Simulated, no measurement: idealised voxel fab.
The process module that follows is named voxel self aligned vias.
cross-section cut | 285 nm wide | cells 5 nm
This document writes a cross-section as a grid whose cells are square, and gives it as bands, listed from the top down; one or more rows of cells form a band.
For a band, the entry starts with two heights in nm, that of the top and then that of the bottom, and carries on with the band's materials in order from left to right, each alongside its width in nm; the word "everywhere" beside a single material means it fills the band edge to edge, and "air" means empty space.
Heights are reckoned from 0. Under this level, the received wafer is all of one material. The bottommost band is open-ended downward, for example "top 0, no bottom".
With a width like "30 to 40", each row of cells in the band differs from the next by the same amount, the top row carrying the first number and the bottom row the second.
Step marked "all unchanged"? Then no cell in the cross-section changed in it.
Each empty space that has no open way to the top and spans at least 8 cells appears under "Sealed void inventory" as width x height at distance, the distance counted from the left edge, all in nm.
after a step's settings: what the simulator itself notes on the step
"overlay nm" denotes, for a step that has a mask, the displacement of the mask to the right of its planned place, with negative values corresponding to the left.

List of planned process steps
1. RECEIVE | material Si
2. CONFORMAL_DEP | material SiO2 | thk nm 10
3. CONFORMAL_DEP | material SiCN | thk nm 5
4. DIRECTIONAL_DEP | material SiO2 | thk nm 30
5. MASKED_ETCH | tone open | mask id LINES | width nm 25 | pitch nm 60 | etch materials SiO2 | depth nm 30 | overlay nm 0
6. CONFORMAL_DEP | material TiN | thk nm 5
7. FILL_DEP | material Ru | thk nm 5
8. CMP | height nm 45
9. SELECTIVE_ETCH | etch materials W Ru TiN | depth nm 10
10. FILL_DEP | material SiN | thk nm 5
11. CMP | height nm 45
12. DIRECTIONAL_DEP | material SiO2 | thk nm 20
13. DIRECTIONAL_DEP | material aC | thk nm 10
14. PATTERN | tone open | mask id VIAS | material resist | width nm 45 | pitch nm 60 | thk nm 30 | overlay nm 0
15. DIRECTIONAL_ETCH | etch materials aC | depth nm 10
16. STRIP | etch materials resist
17. DIRECTIONAL_ETCH | etch materials SiO2 | depth nm 20
18. DIRECTIONAL_ETCH | etch materials SiN | depth nm 10
19. STRIP | etch materials aC
20. CONFORMAL_DEP | material TiN | thk nm 5
21. FILL_DEP | material Ru | thk nm 10
22. CMP | height nm 65
23. CONFORMAL_DEP | material SiCN | thk nm 5

The first of two wafers, run as planned

Cross-section: wafer on arrival = after step 1
- top 0, no bottom  Si everywhere
- Sealed void inventory: none

State of the wafer after step 2, shown in cross-section
- top 10, bottom 0  SiO2 everywhere
- Beneath the level 0, the cross-section is identical to its previous state.

State of the wafer after step 3, shown in cross-section
- top 15, bottom 10  SiCN everywhere
- Beneath the level 10, the cross-section is identical to its previous state.

State of the wafer after step 4, shown in cross-section
- top 45, bottom 15  SiO2 everywhere
- Beneath the level 15, the cross-section is identical to its previous state.

State of the wafer after step 5, shown in cross-section
- top 45, bottom 15  SiO2 100 nm; air 25 nm; SiO2 35 nm; air 25 nm; SiO2 100 nm
- Beneath the level 15, the cross-section is identical to its previous state.

State of the wafer after step 6, shown in cross-section
- top 50, bottom 45  TiN 105 nm; air 15 nm; TiN 45 nm; air 15 nm; TiN 105 nm
- top 45, bottom 20  SiO2 100 nm; TiN 5 nm; air 15 nm; TiN 5 nm; SiO2 35 nm; TiN 5 nm; air 15 nm; TiN 5 nm; SiO2 100 nm
- top 20, bottom 15  SiO2 100 nm; TiN 25 nm; SiO2 35 nm; TiN 25 nm; SiO2 100 nm
- Beneath the level 15, the cross-section is identical to its previous state.

State of the wafer after step 7, shown in cross-section
- top 55, bottom 50  Ru everywhere
- top 50, bottom 45  TiN 105 nm; Ru 15 nm; TiN 45 nm; Ru 15 nm; TiN 105 nm
- top 45, bottom 20  SiO2 100 nm; TiN 5 nm; Ru 15 nm; TiN 5 nm; SiO2 35 nm; TiN 5 nm; Ru 15 nm; TiN 5 nm; SiO2 100 nm
- Beneath the level 20, the cross-section is identical to its previous state.

State of the wafer after step 8, shown in cross-section
- top 45, bottom 20  SiO2 100 nm; TiN 5 nm; Ru 15 nm; TiN 5 nm; SiO2 35 nm; TiN 5 nm; Ru 15 nm; TiN 5 nm; SiO2 100 nm
- Beneath the level 20, the cross-section is identical to its previous state.

State of the wafer after step 9, shown in cross-section
- top 45, bottom 35  SiO2 100 nm; air 25 nm; SiO2 35 nm; air 25 nm; SiO2 100 nm
- Beneath the level 35, the cross-section is identical to its previous state.

State of the wafer after step 10, shown in cross-section
- top 50, bottom 45  SiN everywhere
- top 45, bottom 35  SiO2 100 nm; SiN 25 nm; SiO2 35 nm; SiN 25 nm; SiO2 100 nm
- Beneath the level 35, the cross-section is identical to its previous state.

State of the wafer after step 11, shown in cross-section
- top 45, bottom 35  SiO2 100 nm; SiN 25 nm; SiO2 35 nm; SiN 25 nm; SiO2 100 nm
- Beneath the level 35, the cross-section is identical to its previous state.

State of the wafer after step 12, shown in cross-section
- top 65, bottom 45  SiO2 everywhere
- Beneath the level 45, the cross-section is identical to its previous state.

State of the wafer after step 13, shown in cross-section
- top 75, bottom 65  aC everywhere
- Beneath the level 65, the cross-section is identical to its previous state.

State of the wafer after step 14, shown in cross-section
- top 105, bottom 75  resist 90 nm; air 45 nm; resist 15 nm; air 45 nm; resist 90 nm
- Beneath the level 75, the cross-section is identical to its previous state.

State of the wafer after step 15, shown in cross-section
- top 95, bottom 75  resist 90 nm; air 45 nm; resist 15 nm; air 45 nm; resist 90 nm
- top 75, bottom 65  aC 90 nm; air 45 nm; aC 15 nm; air 45 nm; aC 90 nm
- Beneath the level 65, the cross-section is identical to its previous state.

State of the wafer after step 16, shown in cross-section
- top 75, bottom 65  aC 90 nm; air 45 nm; aC 15 nm; air 45 nm; aC 90 nm
- Beneath the level 65, the cross-section is identical to its previous state.

State of the wafer after step 17, shown in cross-section
- top 75, bottom 65  aC 90 nm; air 45 nm; aC 15 nm; air 45 nm; aC 90 nm
- top 65, bottom 45  SiO2 90 nm; air 45 nm; SiO2 15 nm; air 45 nm; SiO2 90 nm
- Beneath the level 45, the cross-section is identical to its previous state.

State of the wafer after step 18, shown in cross-section
- top 75, bottom 65  aC 90 nm; air 45 nm; aC 15 nm; air 45 nm; aC 90 nm
- top 65, bottom 45  SiO2 90 nm; air 45 nm; SiO2 15 nm; air 45 nm; SiO2 90 nm
- top 45, bottom 35  SiO2 100 nm; air 25 nm; SiO2 35 nm; air 25 nm; SiO2 100 nm
- Beneath the level 35, the cross-section is identical to its previous state.

State of the wafer after step 19, shown in cross-section
- top 65, bottom 45  SiO2 90 nm; air 45 nm; SiO2 15 nm; air 45 nm; SiO2 90 nm
- Beneath the level 45, the cross-section is identical to its previous state.

State of the wafer after step 20, shown in cross-section
- top 70, bottom 65  TiN 95 nm; air 35 nm; TiN 25 nm; air 35 nm; TiN 95 nm
- top 65, bottom 50  SiO2 90 nm; TiN 5 nm; air 35 nm; TiN 5 nm; SiO2 15 nm; TiN 5 nm; air 35 nm; TiN 5 nm; SiO2 90 nm
- top 50, bottom 40  SiO2 90 to 100 nm; TiN 15 to 5 nm; air 15 nm; TiN 15 to 5 nm; SiO2 15 to 35 nm; TiN 15 to 5 nm; air 15 nm; TiN 15 to 5 nm; SiO2 90 to 100 nm
- top 40, bottom 35  SiO2 100 nm; TiN 25 nm; SiO2 35 nm; TiN 25 nm; SiO2 100 nm
- Beneath the level 35, the cross-section is identical to its previous state.

State of the wafer after step 21, shown in cross-section
- top 80, bottom 70  Ru everywhere
- top 70, bottom 65  TiN 95 nm; Ru 35 nm; TiN 25 nm; Ru 35 nm; TiN 95 nm
- top 65, bottom 50  SiO2 90 nm; TiN 5 nm; Ru 35 nm; TiN 5 nm; SiO2 15 nm; TiN 5 nm; Ru 35 nm; TiN 5 nm; SiO2 90 nm
- top 50, bottom 40  SiO2 90 to 100 nm; TiN 15 to 5 nm; Ru 15 nm; TiN 15 to 5 nm; SiO2 15 to 35 nm; TiN 15 to 5 nm; Ru 15 nm; TiN 15 to 5 nm; SiO2 90 to 100 nm
- Beneath the level 40, the cross-section is identical to its previous state.

State of the wafer after step 22, shown in cross-section
- top 65, bottom 50  SiO2 90 nm; TiN 5 nm; Ru 35 nm; TiN 5 nm; SiO2 15 nm; TiN 5 nm; Ru 35 nm; TiN 5 nm; SiO2 90 nm
- Beneath the level 50, the cross-section is identical to its previous state.

State of the wafer after step 23, shown in cross-section
- top 70, bottom 65  SiCN everywhere
- Beneath the level 65, the cross-section is identical to its previous state.

Regarding the second of the two wafers: it shared the first wafer's starting condition and process plan, yet one error occurred during its execution. Its history coincides with that of the first wafer up to and including step 16

Cross-section of the second wafer corresponding to the planned conclusion of step 17
- top 75, bottom 65  aC 90 nm; air 45 nm; aC 15 nm; air 45 nm; aC 90 nm
- top 65, bottom 45  SiO2 90 nm; air 45 nm; SiO2 15 nm; air 45 nm; SiO2 90 nm
- top 45, bottom 35  SiO2 90 nm; air 10 nm; SiN 25 nm; air 10 nm; SiO2 15 nm; air 10 nm; SiN 25 nm; air 10 nm; SiO2 90 nm
- top 35, bottom 25  SiO2 90 nm; air 10 nm; TiN 5 nm; Ru 15 nm; TiN 5 nm; air 10 nm; SiO2 15 nm; air 10 nm; TiN 5 nm; Ru 15 nm; TiN 5 nm; air 10 nm; SiO2 90 nm
- Beneath the level 25, the cross-section is identical to its previous state.

Cross-section of the second wafer corresponding to the planned conclusion of step 18
- top 75, bottom 65  aC 90 nm; air 45 nm; aC 15 nm; air 45 nm; aC 90 nm
- top 65, bottom 35  SiO2 90 nm; air 45 nm; SiO2 15 nm; air 45 nm; SiO2 90 nm
- Beneath the level 35, the cross-section is identical to its previous state.

Cross-section of the second wafer corresponding to the planned conclusion of step 19
- top 65, bottom 35  SiO2 90 nm; air 45 nm; SiO2 15 nm; air 45 nm; SiO2 90 nm
- Beneath the level 35, the cross-section is identical to its previous state.

Cross-section of the second wafer corresponding to the planned conclusion of step 20
- top 70, bottom 65  TiN 95 nm; air 35 nm; TiN 25 nm; air 35 nm; TiN 95 nm
- top 65, bottom 40  SiO2 90 nm; TiN 5 nm; air 35 nm; TiN 5 nm; SiO2 15 nm; TiN 5 nm; air 35 nm; TiN 5 nm; SiO2 90 nm
- top 40, bottom 35  SiO2 90 nm; TiN 45 nm; SiO2 15 nm; TiN 45 nm; SiO2 90 nm
- top 35, bottom 25  SiO2 90 nm; TiN 15 nm; Ru 15 nm; TiN 15 nm; SiO2 15 nm; TiN 15 nm; Ru 15 nm; TiN 15 nm; SiO2 90 nm
- Beneath the level 25, the cross-section is identical to its previous state.

Cross-section of the second wafer corresponding to the planned conclusion of step 21
- top 80, bottom 70  Ru everywhere
- top 70, bottom 65  TiN 95 nm; Ru 35 nm; TiN 25 nm; Ru 35 nm; TiN 95 nm
- top 65, bottom 40  SiO2 90 nm; TiN 5 nm; Ru 35 nm; TiN 5 nm; SiO2 15 nm; TiN 5 nm; Ru 35 nm; TiN 5 nm; SiO2 90 nm
- Beneath the level 40, the cross-section is identical to its previous state.

Cross-section of the second wafer corresponding to the planned conclusion of step 22
- top 65, bottom 40  SiO2 90 nm; TiN 5 nm; Ru 35 nm; TiN 5 nm; SiO2 15 nm; TiN 5 nm; Ru 35 nm; TiN 5 nm; SiO2 90 nm
- Beneath the level 40, the cross-section is identical to its previous state.

Cross-section of the second wafer corresponding to the planned conclusion of step 23
- top 70, bottom 65  SiCN everywhere
- Beneath the level 65, the cross-section is identical to its previous state.
Deviation noted in wafer processing: step 17 of the plan was twice carried out
Final comparison by cell count, materials where the second wafer has more or fewer than the first: +16 Ru | -32 SiO2 | +16 TiN
